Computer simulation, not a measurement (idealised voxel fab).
process module | voxel double patterning
cross-section cut | 220 nm wide | cells 5 nm
A cross-section is a grid of square cells, given in bands from the top down. A band is one or more rows of cells.
Each band's line starts with the height of the band's top and of its bottom, in nm. Then come its materials from left to right, each with its width in nm. One material with "throughout" fills the band from edge to edge. "air" is empty space.
Height 0 is the level under which the wafer as received is all one material. The lowest band goes on downwards, as in "0 down".
A width such as "30 to 40" changes by the same amount from each row of cells to the next, from the band's top row to its bottom row.
"no change" after a step means that no cell of the cross-section changed.
closed voids: empty space of 8 cells or more with no open way to the top, each as width x height at its distance from the left edge, in nm
after a step's settings: what the simulator itself notes on the step
overlay nm, on a step with a mask: how far to the right of its planned place the mask lay; to the left if negative
plan
1 op RECEIVE | material Si
2 op CONFORMAL_DEP | material SiO2 | thk nm 5
3 op DIRECTIONAL_DEP | material TiN | thk nm 15
4 op DIRECTIONAL_DEP | material SiCN | thk nm 10
5 op PATTERN | tone open | mask id FIRST | material resist | width nm 15 | pitch nm 50 | thk nm 15 | overlay nm 0
6 op DIRECTIONAL_ETCH | etch materials SiCN | depth nm 10
7 op STRIP | etch materials resist
8 op DIRECTIONAL_DEP | material aC | thk nm 10
9 op PATTERN | tone open | mask id SECOND | material resist | width nm 15 | thk nm 25 | overlay nm 0
10 op DIRECTIONAL_ETCH | etch materials aC | depth nm 10
11 op STRIP | etch materials resist
12 op DIRECTIONAL_ETCH | etch materials SiCN | depth nm 10
13 op STRIP | etch materials aC
14 op DIRECTIONAL_ETCH | etch materials TiN | depth nm 15
15 op STRIP | etch materials SiCN
as received, after step 1
  0 down: Si throughout
  closed voids: none
a wafer at the end: this start, this plan, one mistake
  20 to 5: TiN 75 | air 15 | TiN 15 | air 15 | TiN 5 | air 15 | TiN 80
  5 to 0: SiO2 throughout
  0 down: Si throughout
  closed voids: none
what went wrong: step 9 ran as: op PATTERN | tone open | mask id SECOND | material resist | width nm 15 | thk nm 25 | overlay nm 5
